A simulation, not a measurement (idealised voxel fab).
Documented hereafter: the process module known as voxel double patterning.
Each square cell in cross-section cut measures 5 nm, and the section as a whole is 255 nm wide.
A cross-section in this document is a grid of square cells, and it is written down as bands, the top band listed before the ones below it; a band is made up of one or more rows of cells. Heights first: top, then bottom, in nm. Then materials, left to right, each with a width in nm. "edge to edge" on a single material: fills the band edge to edge. "air": empty space. The level at which height equals 0 is the one under which the wafer, as it arrives, is entirely one material. No lower edge exists for the bottom band, which continues downward and is notated as in "0 and below". A width given as "30..40" starts at the first number in the band's top row and ends at the second number in its bottom row, shifting by an equal amount at every step from row to row. What does "no modification" mean for a step? It means no cell of the cross-section changed in that step. For the entry "Closed void catalog", the listed items are empty spaces with no open way to the top whose size is 8 cells or more; each item follows the pattern width x height at distance, where distance is from the left edge and all three are in nm. Whatever follows a step's settings on its line is a remark the simulator itself makes about that step. On any step carrying a mask, the "overlay nm" setting, if present on the step's line, tells how far right of its planned place the mask lay; negative values point to the left.
**Process steps (planned)**
step 1: RECEIVE, material Si
step 2: CONFORMAL_DEP, material SiO2, thk nm 10
step 3: DIRECTIONAL_DEP, material W, thk nm 15
step 4: DIRECTIONAL_DEP, material SiCN, thk nm 5
step 5: DIRECTIONAL_DEP, material aC, thk nm 15
step 6: PATTERN, tone open, mask id FIRST, material resist, width nm 15, pitch nm 50, thk nm 30, overlay nm 0
step 7: DIRECTIONAL_ETCH, etch materials aC, depth nm 15
step 8: STRIP, etch materials resist
step 9: DIRECTIONAL_ETCH, etch materials SiCN, depth nm 5
step 10: STRIP, etch materials aC
step 11: PATTERN, tone open, mask id SECOND, material resist, width nm 15, pitch nm 50, thk nm 15, overlay nm 0
step 12: DIRECTIONAL_ETCH, etch materials SiCN, depth nm 5
step 13: STRIP, etch materials resist
step 14: DIRECTIONAL_ETCH, etch materials W, depth nm 15
step 15: STRIP, etch materials SiCN
**First of two wafers, with the run carried out as planned**
**As received (post step 1): cross-section**
* 0 and below: Si edge to edge
* Closed void catalog: none
**Cross-sectional representation of the wafer at the conclusion of step 2**
* 10 down to 0: SiO2 edge to edge
* Everything under 0 stays put, no change at all.
**Cross-sectional representation of the wafer at the conclusion of step 3**
* 25 down to 10: W edge to edge
* Everything under 10 stays put, no change at all.
**Cross-sectional representation of the wafer at the conclusion of step 4**
* 30 down to 25: SiCN edge to edge
* Everything under 25 stays put, no change at all.
**Cross-sectional representation of the wafer at the conclusion of step 5**
* 45 down to 30: aC edge to edge
* Everything under 30 stays put, no change at all.
**Cross-sectional representation of the wafer at the conclusion of step 6**
* 75 down to 45: resist=70  air=15  resist=35  air=15  resist=35  air=15  resist=70
* Everything under 45 stays put, no change at all.
**Cross-sectional representation of the wafer at the conclusion of step 7**
* 60 down to 45: resist=70  air=15  resist=35  air=15  resist=35  air=15  resist=70
* 45 down to 30: aC=70  air=15  aC=35  air=15  aC=35  air=15  aC=70
* Everything under 30 stays put, no change at all.
**Cross-sectional representation of the wafer at the conclusion of step 8**
* 45 down to 30: aC=70  air=15  aC=35  air=15  aC=35  air=15  aC=70
* Everything under 30 stays put, no change at all.
**Cross-sectional representation of the wafer at the conclusion of step 9**
* 45 down to 30: aC=70  air=15  aC=35  air=15  aC=35  air=15  aC=70
* 30 down to 25: SiCN=70  air=15  SiCN=35  air=15  SiCN=35  air=15  SiCN=70
* Everything under 25 stays put, no change at all.
**Cross-sectional representation of the wafer at the conclusion of step 10**
* 30 down to 25: SiCN=70  air=15  SiCN=35  air=15  SiCN=35  air=15  SiCN=70
* Everything under 25 stays put, no change at all.
**Cross-sectional representation of the wafer at the conclusion of step 11**
* 45 down to 30: resist=95  air=15  resist=35  air=15  resist=95
* 30 down to 25: SiCN=70  resist=15  SiCN=35  resist=15  SiCN=35  resist=15  SiCN=70
* Everything under 25 stays put, no change at all.
**Cross-sectional representation of the wafer at the conclusion of step 12**
* 45 down to 30: resist=95  air=15  resist=35  air=15  resist=95
* 30 down to 25: SiCN=70  resist=15  SiCN=10  air=15  SiCN=10  resist=15  SiCN=10  air=15  SiCN=10  resist=15  SiCN=70
* Everything under 25 stays put, no change at all.
**Cross-sectional representation of the wafer at the conclusion of step 13**
* 30 down to 25: SiCN=70  air=15  SiCN=10  air=15  SiCN=10  air=15  SiCN=10  air=15  SiCN=10  air=15  SiCN=70
* Everything under 25 stays put, no change at all.
**Cross-sectional representation of the wafer at the conclusion of step 14**
* 30 down to 25: SiCN=70  air=15  SiCN=10  air=15  SiCN=10  air=15  SiCN=10  air=15  SiCN=10  air=15  SiCN=70
* 25 down to 10: W=70  air=15  W=10  air=15  W=10  air=15  W=10  air=15  W=10  air=15  W=70
* Everything under 10 stays put, no change at all.
**Cross-sectional representation of the wafer at the conclusion of step 15**
* 25 down to 10: W=70  air=15  W=10  air=15  W=10  air=15  W=10  air=15  W=10  air=15  W=70
* Everything under 10 stays put, no change at all.
**Notes, second wafer: start = first wafer's, plan = first wafer's, execution had one mistake; history identical to first through step 5**
**Planned end of step 6: second wafer, cross-section**
* 75 down to 45: resist=80  air=15  resist=35  air=15  resist=35  air=15  resist=60
* Everything under 45 stays put, no change at all.
**Planned end of step 7: second wafer, cross-section**
* 60 down to 45: resist=80  air=15  resist=35  air=15  resist=35  air=15  resist=60
* 45 down to 30: aC=80  air=15  aC=35  air=15  aC=35  air=15  aC=60
* Everything under 30 stays put, no change at all.
**Planned end of step 8: second wafer, cross-section**
* 45 down to 30: aC=80  air=15  aC=35  air=15  aC=35  air=15  aC=60
* Everything under 30 stays put, no change at all.
**Planned end of step 9: second wafer, cross-section**
* 45 down to 30: aC=80  air=15  aC=35  air=15  aC=35  air=15  aC=60
* 30 down to 25: SiCN=80  air=15  SiCN=35  air=15  SiCN=35  air=15  SiCN=60
* Everything under 25 stays put, no change at all.
**Planned end of step 10: second wafer, cross-section**
* 30 down to 25: SiCN=80  air=15  SiCN=35  air=15  SiCN=35  air=15  SiCN=60
* Everything under 25 stays put, no change at all.
**Planned end of step 11: second wafer, cross-section**
* 45 down to 30: resist=95  air=15  resist=35  air=15  resist=95
* 30 down to 25: SiCN=80  resist=15  SiCN=35  resist=15  SiCN=35  resist=15  SiCN=60
* Everything under 25 stays put, no change at all.
**Planned end of step 12: second wafer, cross-section**
* 45 down to 30: resist=95  air=15  resist=35  air=15  resist=95
* 30 down to 25: SiCN=80  resist=15  air=15  SiCN=20  resist=15  air=15  SiCN=20  resist=15  SiCN=60
* Everything under 25 stays put, no change at all.
**Planned end of step 13: second wafer, cross-section**
* 30 down to 25: SiCN=80  air=30  SiCN=20  air=30  SiCN=20  air=15  SiCN=60
* Everything under 25 stays put, no change at all.
**Planned end of step 14: second wafer, cross-section**
* 30 down to 25: SiCN=80  air=30  SiCN=20  air=30  SiCN=20  air=15  SiCN=60
* 25 down to 10: W=80  air=30  W=20  air=30  W=20  air=15  W=60
* Everything under 10 stays put, no change at all.
**Planned end of step 15: second wafer, cross-section**
* 25 down to 10: W=80  air=30  W=20  air=30  W=20  air=15  W=60
* Everything under 10 stays put, no change at all.
Where did the run depart from the plan? not per plan at step 6, really ran PATTERN, tone open, mask id FIRST, material resist, width nm 15, pitch nm 50, thk nm 30, overlay nm 10
Matching per-material cell counts, mismatched positions: that is how the second wafer compares with the first at the end.
